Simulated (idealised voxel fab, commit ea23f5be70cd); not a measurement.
Process module heading - voxel self aligned contacts
Shown is cross-section cut, with a width of 220 nm and square cells of size 5 nm.
Cross-section layout: square cells on a grid; listed as bands, top to bottom; a band spans one or more cell rows. Within each band entry, the heights of the top and of the bottom of the band appear first, in that order and in nm; the materials of the band then follow from left to right, each with its corresponding width in nm. The designation "everywhere" on a single material indicates that it fills the band from edge to edge; the designation "air" indicates empty space. Height reference: 0 = level under which incoming wafer is all one material. Lowest band: no bottom, runs on downward, e.g. "0 down". With a width like "30..40", each row of cells in the band differs from the next by the same amount, the top row carrying the first number and the bottom row the second. Any step labelled "nothing different" changed none of the cells in the cross-section. Under "Fully closed voids" you'll find the enclosed gaps, the ones with no way out to the top, that are 8 cells or bigger; each reads width x height at distance, with distance counted from the left edge, everything in nm. That trailing text on a step's line, after the settings, is the simulator's own remark on the step. overlay nm: mask right of planned place by this much (step with mask). Neg. = left.
This section lists the process steps that were planned:
1: RECEIVE,material Si
2: CONFORMAL_DEP,material SiO2,thk nm 5
3: DIRECTIONAL_DEP,material polySi,thk nm 25
4: DIRECTIONAL_DEP,material SiN,thk nm 15
5: PATTERN,tone cover,mask id GATE,material resist,width nm 35,pitch nm 70,thk nm 20,overlay nm 0
6: DIRECTIONAL_ETCH,etch materials SiN,depth nm 15
7: DIRECTIONAL_ETCH,etch materials polySi,depth nm 25
8: STRIP,etch materials resist
9: CONFORMAL_DEP,material SiN,thk nm 5
10: DIRECTIONAL_ETCH,etch materials SiN,depth nm 5
11: FILL_DEP,material SiO2,thk nm 10
12: CMP,height nm 50
13: DIRECTIONAL_DEP,material aC,thk nm 10
14: PATTERN,tone open,mask id CONTACT,material resist,width nm 55,pitch nm 70,thk nm 30,overlay nm 0
15: DIRECTIONAL_ETCH,etch materials aC,depth nm 10
16: STRIP,etch materials resist
17: DIRECTIONAL_ETCH,etch materials SiO2,depth nm 50
18: STRIP,etch materials aC
19: CONFORMAL_DEP,material TiN,thk nm 5
20: FILL_DEP,material Ru,thk nm 10
21: CMP,height nm 50
22: CONFORMAL_DEP,material SiCN,thk nm 5
So, the first of our two wafers, run just as we planned it:
Cross-section of the wafer as it came to us, i.e., already through step 1:
	0 down = Si everywhere
	Fully closed voids: none
Wafer xsec, post step 2:
	5 to 0 = SiO2 everywhere
	Everything under 0 stays put, no change at all.
Wafer xsec, post step 3:
	30 to 5 = polySi everywhere
	Everything under 5 stays put, no change at all.
Wafer xsec, post step 4:
	45 to 30 = SiN everywhere
	Everything under 30 stays put, no change at all.
Wafer xsec, post step 5:
	65 to 45 = 20 nm air / 35 nm resist / 35 nm air / 35 nm resist / 35 nm air / 35 nm resist / 25 nm air
	Everything under 45 stays put, no change at all.
Wafer xsec, post step 6:
	65 to 45 = 20 nm air / 35 nm resist / 35 nm air / 35 nm resist / 35 nm air / 35 nm resist / 25 nm air
	45 to 30 = 20 nm air / 35 nm SiN / 35 nm air / 35 nm SiN / 35 nm air / 35 nm SiN / 25 nm air
	Everything under 30 stays put, no change at all.
Wafer xsec, post step 7:
	65 to 45 = 20 nm air / 35 nm resist / 35 nm air / 35 nm resist / 35 nm air / 35 nm resist / 25 nm air
	45 to 30 = 20 nm air / 35 nm SiN / 35 nm air / 35 nm SiN / 35 nm air / 35 nm SiN / 25 nm air
	30 to 5 = 20 nm air / 35 nm polySi / 35 nm air / 35 nm polySi / 35 nm air / 35 nm polySi / 25 nm air
	Everything under 5 stays put, no change at all.
Wafer xsec, post step 8:
	45 to 30 = 20 nm air / 35 nm SiN / 35 nm air / 35 nm SiN / 35 nm air / 35 nm SiN / 25 nm air
	Everything under 30 stays put, no change at all.
Wafer xsec, post step 9:
	50 to 30 = 15 nm air / 45 nm SiN / 25 nm air / 45 nm SiN / 25 nm air / 45 nm SiN / 20 nm air
	30 to 10 = 15 nm air / 5 nm SiN / 35 nm polySi / 5 nm SiN / 25 nm air / 5 nm SiN / 35 nm polySi / 5 nm SiN / 25 nm air / 5 nm SiN / 35 nm polySi / 5 nm SiN / 20 nm air
	10 to 5 = 20 nm SiN / 35 nm polySi / 35 nm SiN / 35 nm polySi / 35 nm SiN / 35 nm polySi / 25 nm SiN
	Everything under 5 stays put, no change at all.
Wafer xsec, post step 10:
	45 to 30 = 15 nm air / 45 nm SiN / 25 nm air / 45 nm SiN / 25 nm air / 45 nm SiN / 20 nm air
	30 to 5 = 15 nm air / 5 nm SiN / 35 nm polySi / 5 nm SiN / 25 nm air / 5 nm SiN / 35 nm polySi / 5 nm SiN / 25 nm air / 5 nm SiN / 35 nm polySi / 5 nm SiN / 20 nm air
	Everything under 5 stays put, no change at all.
Wafer xsec, post step 11:
	55 to 45 = SiO2 everywhere
	45 to 30 = 15 nm SiO2 / 45 nm SiN / 25 nm SiO2 / 45 nm SiN / 25 nm SiO2 / 45 nm SiN / 20 nm SiO2
	30 to 5 = 15 nm SiO2 / 5 nm SiN / 35 nm polySi / 5 nm SiN / 25 nm SiO2 / 5 nm SiN / 35 nm polySi / 5 nm SiN / 25 nm SiO2 / 5 nm SiN / 35 nm polySi / 5 nm SiN / 20 nm SiO2
	Everything under 5 stays put, no change at all.
Wafer xsec, post step 12:
	50 to 45 = SiO2 everywhere
	Everything under 45 stays put, no change at all.
Wafer xsec, post step 13:
	60 to 50 = aC everywhere
	Everything under 50 stays put, no change at all.
Wafer xsec, post step 14:
	90 to 60 = 45 nm resist / 55 nm air / 15 nm resist / 55 nm air / 50 nm resist
	Everything under 60 stays put, no change at all.
Wafer xsec, post step 15:
	80 to 60 = 45 nm resist / 55 nm air / 15 nm resist / 55 nm air / 50 nm resist
	60 to 50 = 45 nm aC / 55 nm air / 15 nm aC / 55 nm air / 50 nm aC
	Everything under 50 stays put, no change at all.
Wafer xsec, post step 16:
	60 to 50 = 45 nm aC / 55 nm air / 15 nm aC / 55 nm air / 50 nm aC
	Everything under 50 stays put, no change at all.
Wafer xsec, post step 17:
	60 to 50 = 45 nm aC / 55 nm air / 15 nm aC / 55 nm air / 50 nm aC
	50 to 45 = 45 nm SiO2 / 55 nm air / 15 nm SiO2 / 55 nm air / 50 nm SiO2
	45 to 30 = 15 nm SiO2 / 45 nm SiN / 25 nm air / 45 nm SiN / 25 nm air / 45 nm SiN / 20 nm SiO2
	30 to 5 = 15 nm SiO2 / 5 nm SiN / 35 nm polySi / 5 nm SiN / 25 nm air / 5 nm SiN / 35 nm polySi / 5 nm SiN / 25 nm air / 5 nm SiN / 35 nm polySi / 5 nm SiN / 20 nm SiO2
	5 to 0 = 60 nm SiO2 / 25 nm air / 45 nm SiO2 / 25 nm air / 65 nm SiO2
	Everything under 0 stays put, no change at all.
Wafer xsec, post step 18:
	50 to 45 = 45 nm SiO2 / 55 nm air / 15 nm SiO2 / 55 nm air / 50 nm SiO2
	Everything under 45 stays put, no change at all.
Wafer xsec, post step 19:
	55 to 50 = 50 nm TiN / 45 nm air / 25 nm TiN / 45 nm air / 55 nm TiN
	50 to 45 = 45 nm SiO2 / 20 nm TiN / 15 nm air / 20 nm TiN / 15 nm SiO2 / 20 nm TiN / 15 nm air / 20 nm TiN / 50 nm SiO2
	45 to 30 = 15 nm SiO2 / 45 nm SiN / 5 nm TiN / 15 nm air / 5 nm TiN / 45 nm SiN / 5 nm TiN / 15 nm air / 5 nm TiN / 45 nm SiN / 20 nm SiO2
	30 to 5 = 15 nm SiO2 / 5 nm SiN / 35 nm polySi / 5 nm SiN / 5 nm TiN / 15 nm air / 5 nm TiN / 5 nm SiN / 35 nm polySi / 5 nm SiN / 5 nm TiN / 15 nm air / 5 nm TiN / 5 nm SiN / 35 nm polySi / 5 nm SiN / 20 nm SiO2
	5 to 0 = 60 nm SiO2 / 25 nm TiN / 45 nm SiO2 / 25 nm TiN / 65 nm SiO2
	Everything under 0 stays put, no change at all.
Wafer xsec, post step 20:
	65 to 55 = Ru everywhere
	55 to 50 = 50 nm TiN / 45 nm Ru / 25 nm TiN / 45 nm Ru / 55 nm TiN
	50 to 45 = 45 nm SiO2 / 20 nm TiN / 15 nm Ru / 20 nm TiN / 15 nm SiO2 / 20 nm TiN / 15 nm Ru / 20 nm TiN / 50 nm SiO2
	45 to 30 = 15 nm SiO2 / 45 nm SiN / 5 nm TiN / 15 nm Ru / 5 nm TiN / 45 nm SiN / 5 nm TiN / 15 nm Ru / 5 nm TiN / 45 nm SiN / 20 nm SiO2
	30 to 5 = 15 nm SiO2 / 5 nm SiN / 35 nm polySi / 5 nm SiN / 5 nm TiN / 15 nm Ru / 5 nm TiN / 5 nm SiN / 35 nm polySi / 5 nm SiN / 5 nm TiN / 15 nm Ru / 5 nm TiN / 5 nm SiN / 35 nm polySi / 5 nm SiN / 20 nm SiO2
	Everything under 5 stays put, no change at all.
Wafer xsec, post step 21:
	50 to 45 = 45 nm SiO2 / 20 nm TiN / 15 nm Ru / 20 nm TiN / 15 nm SiO2 / 20 nm TiN / 15 nm Ru / 20 nm TiN / 50 nm SiO2
	Everything under 45 stays put, no change at all.
Wafer xsec, post step 22:
	55 to 50 = SiCN everywhere
	Everything under 50 stays put, no change at all.
The second wafer began exactly as the first did and followed the same plan, but one mistake was made while running it; through step 4 inclusive, the two wafers are identical:
Second wafer shown in cross-section at the time step 5 was slated to end:
	65 to 45 = 20 nm resist / 35 nm air / 35 nm resist / 35 nm air / 35 nm resist / 35 nm air / 25 nm resist
	Everything under 45 stays put, no change at all.
Second wafer shown in cross-section at the time step 6 was slated to end:
	65 to 45 = 20 nm resist / 35 nm air / 35 nm resist / 35 nm air / 35 nm resist / 35 nm air / 25 nm resist
	45 to 30 = 20 nm SiN / 35 nm air / 35 nm SiN / 35 nm air / 35 nm SiN / 35 nm air / 25 nm SiN
	Everything under 30 stays put, no change at all.
Second wafer shown in cross-section at the time step 7 was slated to end:
	65 to 45 = 20 nm resist / 35 nm air / 35 nm resist / 35 nm air / 35 nm resist / 35 nm air / 25 nm resist
	45 to 30 = 20 nm SiN / 35 nm air / 35 nm SiN / 35 nm air / 35 nm SiN / 35 nm air / 25 nm SiN
	30 to 5 = 20 nm polySi / 35 nm air / 35 nm polySi / 35 nm air / 35 nm polySi / 35 nm air / 25 nm polySi
	Everything under 5 stays put, no change at all.
Second wafer shown in cross-section at the time step 8 was slated to end:
	45 to 30 = 20 nm SiN / 35 nm air / 35 nm SiN / 35 nm air / 35 nm SiN / 35 nm air / 25 nm SiN
	Everything under 30 stays put, no change at all.
Second wafer shown in cross-section at the time step 9 was slated to end:
	50 to 30 = 25 nm SiN / 25 nm air / 45 nm SiN / 25 nm air / 45 nm SiN / 25 nm air / 30 nm SiN
	30 to 10 = 20 nm polySi / 5 nm SiN / 25 nm air / 5 nm SiN / 35 nm polySi / 5 nm SiN / 25 nm air / 5 nm SiN / 35 nm polySi / 5 nm SiN / 25 nm air / 5 nm SiN / 25 nm polySi
	10 to 5 = 20 nm polySi / 35 nm SiN / 35 nm polySi / 35 nm SiN / 35 nm polySi / 35 nm SiN / 25 nm polySi
	Everything under 5 stays put, no change at all.
Second wafer shown in cross-section at the time step 10 was slated to end:
	45 to 30 = 25 nm SiN / 25 nm air / 45 nm SiN / 25 nm air / 45 nm SiN / 25 nm air / 30 nm SiN
	30 to 5 = 20 nm polySi / 5 nm SiN / 25 nm air / 5 nm SiN / 35 nm polySi / 5 nm SiN / 25 nm air / 5 nm SiN / 35 nm polySi / 5 nm SiN / 25 nm air / 5 nm SiN / 25 nm polySi
	Everything under 5 stays put, no change at all.
Second wafer shown in cross-section at the time step 11 was slated to end:
	55 to 45 = SiO2 everywhere
	45 to 30 = 25 nm SiN / 25 nm SiO2 / 45 nm SiN / 25 nm SiO2 / 45 nm SiN / 25 nm SiO2 / 30 nm SiN
	30 to 5 = 20 nm polySi / 5 nm SiN / 25 nm SiO2 / 5 nm SiN / 35 nm polySi / 5 nm SiN / 25 nm SiO2 / 5 nm SiN / 35 nm polySi / 5 nm SiN / 25 nm SiO2 / 5 nm SiN / 25 nm polySi
	Everything under 5 stays put, no change at all.
Second wafer shown in cross-section at the time step 12 was slated to end:
	50 to 45 = SiO2 everywhere
	Everything under 45 stays put, no change at all.
Second wafer shown in cross-section at the time step 13 was slated to end:
	60 to 50 = aC everywhere
	Everything under 50 stays put, no change at all.
Second wafer shown in cross-section at the time step 14 was slated to end:
	90 to 60 = 45 nm resist / 55 nm air / 15 nm resist / 55 nm air / 50 nm resist
	Everything under 60 stays put, no change at all.
Second wafer shown in cross-section at the time step 15 was slated to end:
	80 to 60 = 45 nm resist / 55 nm air / 15 nm resist / 55 nm air / 50 nm resist
	60 to 50 = 45 nm aC / 55 nm air / 15 nm aC / 55 nm air / 50 nm aC
	Everything under 50 stays put, no change at all.
Second wafer shown in cross-section at the time step 16 was slated to end:
	60 to 50 = 45 nm aC / 55 nm air / 15 nm aC / 55 nm air / 50 nm aC
	Everything under 50 stays put, no change at all.
Second wafer shown in cross-section at the time step 17 was slated to end:
	60 to 50 = 45 nm aC / 55 nm air / 15 nm aC / 55 nm air / 50 nm aC
	50 to 45 = 45 nm SiO2 / 55 nm air / 15 nm SiO2 / 55 nm air / 50 nm SiO2
	45 to 30 = 25 nm SiN / 20 nm SiO2 / 5 nm air / 45 nm SiN / 5 nm air / 15 nm SiO2 / 5 nm air / 45 nm SiN / 5 nm air / 20 nm SiO2 / 30 nm SiN
	30 to 5 = 20 nm polySi / 5 nm SiN / 20 nm SiO2 / 5 nm air / 5 nm SiN / 35 nm polySi / 5 nm SiN / 5 nm air / 15 nm SiO2 / 5 nm air / 5 nm SiN / 35 nm polySi / 5 nm SiN / 5 nm air / 20 nm SiO2 / 5 nm SiN / 25 nm polySi
	5 to 0 = 45 nm SiO2 / 5 nm air / 45 nm SiO2 / 5 nm air / 15 nm SiO2 / 5 nm air / 45 nm SiO2 / 5 nm air / 50 nm SiO2
	Everything under 0 stays put, no change at all.
Second wafer shown in cross-section at the time step 18 was slated to end:
	50 to 45 = 45 nm SiO2 / 55 nm air / 15 nm SiO2 / 55 nm air / 50 nm SiO2
	Everything under 45 stays put, no change at all.
Second wafer shown in cross-section at the time step 19 was slated to end:
	55 to 50 = 50 nm TiN / 45 nm air / 25 nm TiN / 45 nm air / 55 nm TiN
	50 to 45 = 45 nm SiO2 / 55 nm TiN / 15 nm SiO2 / 55 nm TiN / 50 nm SiO2
	45 to 30 = 25 nm SiN / 20 nm SiO2 / 5 nm TiN / 45 nm SiN / 5 nm TiN / 15 nm SiO2 / 5 nm TiN / 45 nm SiN / 5 nm TiN / 20 nm SiO2 / 30 nm SiN
	30 to 5 = 20 nm polySi / 5 nm SiN / 20 nm SiO2 / 5 nm TiN / 5 nm SiN / 35 nm polySi / 5 nm SiN / 5 nm TiN / 15 nm SiO2 / 5 nm TiN / 5 nm SiN / 35 nm polySi / 5 nm SiN / 5 nm TiN / 20 nm SiO2 / 5 nm SiN / 25 nm polySi
	5 to 0 = 45 nm SiO2 / 5 nm TiN / 45 nm SiO2 / 5 nm TiN / 15 nm SiO2 / 5 nm TiN / 45 nm SiO2 / 5 nm TiN / 50 nm SiO2
	Everything under 0 stays put, no change at all.
Second wafer shown in cross-section at the time step 20 was slated to end:
	65 to 55 = Ru everywhere
	55 to 50 = 50 nm TiN / 45 nm Ru / 25 nm TiN / 45 nm Ru / 55 nm TiN
	Everything under 50 stays put, no change at all.
Second wafer shown in cross-section at the time step 21 was slated to end:
	50 to 45 = 45 nm SiO2 / 55 nm TiN / 15 nm SiO2 / 55 nm TiN / 50 nm SiO2
	Everything under 45 stays put, no change at all.
Second wafer shown in cross-section at the time step 22 was slated to end:
	55 to 50 = SiCN everywhere
	Everything under 50 stays put, no change at all.
Plan not followed: in deviation from the planned setting, step 5 was conducted as PATTERN,tone open,mask id GATE,material resist,width nm 35,pitch nm 70,thk nm 20,overlay nm 0
Per the end-of-run cell counts, the second wafer holds more or fewer of some materials than the first: Ru: 54 fewer, SiN: 6 more, SiO2: 38 more, polySi: 10 more
